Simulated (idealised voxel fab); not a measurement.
Presented below is a process module, voxel wiring stack.
The cross-section on display is named cut; it measures 190 nm wide, and its cells are 5 nm squares.
Heads up, the way a cross-section reads in here is a grid of square cells, handed over as bands from the top down, with every band being one or more rows of cells. The entry gives the band's vertical extent as a top height and a bottom height in nm, then its horizontal make-up as materials from left to right, each with a width in nm. "empty" stands for empty space; a single material marked "everywhere" fills the band edge to edge. It should be noted that heights are counted from 0, beneath which the wafer as supplied is of one material throughout, and that the lowest band possesses no lower boundary but continues downward, as written in "0..down". Read "30 to 40" as a graded width: first number on top, second number at the bottom, same change between each pair of neighbouring rows. You'll sometimes find "no modifications" written for a step, and that's the way of saying that nowhere in the cross-section did a cell change during that step. This entry, "Sealed void inventory", enumerates those empty regions of no fewer than 8 cells that possess no open connection to the top. Each region is reported in the form width x height at distance, the distance being taken from the left edge, with all three quantities expressed in nm. On each step's line, the part that comes after the settings is the simulator's own comment on the step. Among the settings permitted on a step's line is "overlay nm"; applied to a step with a mask, it specifies the extent to which the mask lay to the right of its planned position, whereas a negative figure signifies a position to the left.

The steps planned for the process are as follows
step 1: RECEIVE (material Si)
step 2: CONFORMAL_DEP (material SiO2; thk nm 10)
step 3: DIRECTIONAL_DEP (material TiN; thk nm 5)
step 4: DIRECTIONAL_DEP (material Ru; thk nm 20)
step 5: MASKED_ETCH (tone cover; mask id METAL_1; width nm 25; pitch nm 40; etch materials Ru; depth nm 20; overlay nm 0)
step 6: MASKED_ETCH (tone cover; mask id METAL_1; width nm 25; pitch nm 40; etch materials TiN; depth nm 5; overlay nm 0)
step 7: FILL_DEP (material SiO2; thk nm 10)
step 8: CMP (height nm 35)
step 9: CONFORMAL_DEP (material SiCN; thk nm 5)
step 10: DIRECTIONAL_DEP (material lowk; thk nm 30)
step 11: PATTERN (tone open; mask id METAL_2_HOLES; material resist; width nm 15; thk nm 20; overlay nm 0)
step 12: DIRECTIONAL_ETCH (etch materials lowk; depth nm 30)
step 13: STRIP (etch materials resist)
step 14: DIRECTIONAL_DEP (material aC; thk nm 10)
step 15: PATTERN (tone open; mask id METAL_2; material resist; width nm 25; pitch nm 40; thk nm 30; overlay nm 0)
step 16: DIRECTIONAL_ETCH (etch materials aC; depth nm 10)
step 17: STRIP (etch materials resist)
step 18: DIRECTIONAL_ETCH (etch materials lowk; depth nm 20)
step 19: DIRECTIONAL_ETCH (etch materials SiCN; depth nm 5)
step 20: STRIP (etch materials aC)
step 21: CONFORMAL_DEP (material TiN; thk nm 5)
step 22: FILL_DEP (material Cu; thk nm 10)
step 23: CMP (height nm 70)
step 24: CONFORMAL_DEP (material SiCN; thk nm 5)
step 25: DIRECTIONAL_DEP (material SiO2; thk nm 35)
step 26: MASKED_ETCH (tone open; mask id METAL_3; width nm 25; pitch nm 40; etch materials SiO2; depth nm 20; overlay nm 0)
step 27: DIRECTIONAL_DEP (material aC; thk nm 10)
step 28: PATTERN (tone open; mask id METAL_3_HOLES; material resist; width nm 15; pitch nm 40; thk nm 25; overlay nm 0)
step 29: DIRECTIONAL_ETCH (etch materials aC; depth nm 10)
step 30: STRIP (etch materials resist)
step 31: DIRECTIONAL_ETCH (etch materials SiO2; depth nm 15)
step 32: DIRECTIONAL_ETCH (etch materials SiCN; depth nm 5)
step 33: STRIP (etch materials aC)
step 34: CONFORMAL_DEP (material TiN; thk nm 5)
step 35: FILL_DEP (material Ru; thk nm 10)
step 36: CMP (height nm 110)
step 37: CONFORMAL_DEP (material SiCN; thk nm 5)
step 38: DIRECTIONAL_DEP (material SiO2; thk nm 25)
step 39: PATTERN (tone open; mask id METAL_4; material resist; width nm 25; pitch nm 40; thk nm 15; overlay nm 0)
step 40: DIRECTIONAL_ETCH (etch materials SiO2; depth nm 15)
step 41: STRIP (etch materials resist)
step 42: MASKED_ETCH (tone open; mask id METAL_4_HOLES; width nm 15; etch materials SiO2; depth nm 10; overlay nm 0)
step 43: MASKED_ETCH (tone open; mask id METAL_4_HOLES; width nm 15; etch materials SiCN; depth nm 5; overlay nm 0)
step 44: CONFORMAL_DEP (material TiN; thk nm 5)
step 45: FILL_DEP (material Cu; thk nm 5)
step 46: CMP (height nm 140)
step 47: CONFORMAL_DEP (material SiCN; thk nm 5)
What sets these wafers apart? The width nm at step 11. They all start alike, and the plan carries the first wafer's value.

Received condition of the first of several wafers, sectioned: post-step 1
    0..down  Si everywhere
    Sealed void inventory: none

First wafer of several, cross-section, module end, after step 47 (last)
    145..140  SiCN everywhere
    140..130  SiO2=60  TiN=5  Cu=15  TiN=5  SiO2=15  TiN=5  Cu=15  TiN=5  SiO2=65
    130..125  SiO2=60  TiN=5  Cu=5  TiN=15  SiO2=15  TiN=25  SiO2=65
    125..115  SiO2=60  TiN=5  Cu=5  TiN=5  SiO2=115
    115..110  SiCN=60  TiN=15  SiCN=115
    110..95  SiO2=60  TiN=5  Ru=15  TiN=5  SiO2=15  TiN=5  Ru=15  TiN=5  SiO2=65
    95..90  SiO2=60  TiN=5  Ru=5  TiN=15  SiO2=15  TiN=5  Ru=5  TiN=15  SiO2=65
    90..75  SiO2=60  TiN=5  Ru=5  TiN=5  SiO2=25  TiN=5  Ru=5  TiN=5  SiO2=75
    75..70  SiCN=60  TiN=15  SiCN=25  TiN=15  SiCN=75
    70..55  lowk=60  TiN=5  Cu=15  TiN=5  lowk=15  TiN=5  Cu=15  TiN=5  lowk=65
    55..50  lowk=60  TiN=5  Cu=5  TiN=15  lowk=15  TiN=25  lowk=65
    50..40  lowk=60  TiN=5  Cu=5  TiN=5  lowk=115
    40..35  SiCN=60  TiN=15  SiCN=115
    35..15  SiO2=60  Ru=25  SiO2=15  Ru=25  SiO2=65
    15..10  SiO2=60  TiN=25  SiO2=15  TiN=25  SiO2=65
    10..0  SiO2 everywhere
    0..down  Si everywhere
    Sealed void inventory: none

Final wafer cross-section at module end
    145..140  SiCN everywhere
    140..130  SiO2=60  TiN=5  Cu=15  TiN=5  SiO2=15  TiN=5  Cu=15  TiN=5  SiO2=65
    130..125  SiO2=60  TiN=5  Cu=5  TiN=15  SiO2=15  TiN=25  SiO2=65
    125..115  SiO2=60  TiN=5  Cu=5  TiN=5  SiO2=115
    115..110  SiCN=60  TiN=15  SiCN=115
    110..95  SiO2=60  TiN=5  Ru=15  TiN=5  SiO2=15  TiN=5  Ru=15  TiN=5  SiO2=65
    95..90  SiO2=60  TiN=5  Ru=5  TiN=15  SiO2=15  TiN=5  Ru=5  TiN=15  SiO2=65
    90..75  SiO2=60  TiN=5  Ru=5  TiN=5  SiO2=25  TiN=5  Ru=5  TiN=5  SiO2=75
    75..70  SiCN=60  TiN=15  SiCN=25  TiN=15  SiCN=75
    70..55  lowk=55  TiN=5  Cu=20  TiN=5  lowk=15  TiN=5  Cu=15  TiN=5  lowk=65
    55..50  lowk=55  TiN=5  Cu=20  TiN=5  lowk=15  TiN=25  lowk=65
    50..40  lowk=55  TiN=5 to 10  Cu=20 to 15  TiN=5  lowk=105
    40..35  SiCN=60  TiN=25  SiCN=105
    35..15  SiO2=60  Ru=25  SiO2=15  Ru=25  SiO2=65
    15..10  SiO2=60  TiN=25  SiO2=15  TiN=25  SiO2=65
    10..0  SiO2 everywhere
    0..down  Si everywhere
    Sealed void inventory: none

Each wafer at the end: cells of each material gained (+) or lost (-) since it was received, then its closed voids
width nm 15, +36 Cu, +66 Ru, +140 SiCN, +578 SiO2, +100 TiN, +182 lowk, Sealed void inventory: none
width nm 20, +39 Cu, +66 Ru, +139 SiCN, +578 SiO2, +100 TiN, +180 lowk, Sealed void inventory: none
width nm 25, +44 Cu, +66 Ru, +139 SiCN, +578 SiO2, +101 TiN, +174 lowk, Sealed void inventory: none
width nm 30, +47 Cu, +66 Ru, +138 SiCN, +578 SiO2, +101 TiN, +172 lowk, Sealed void inventory: none
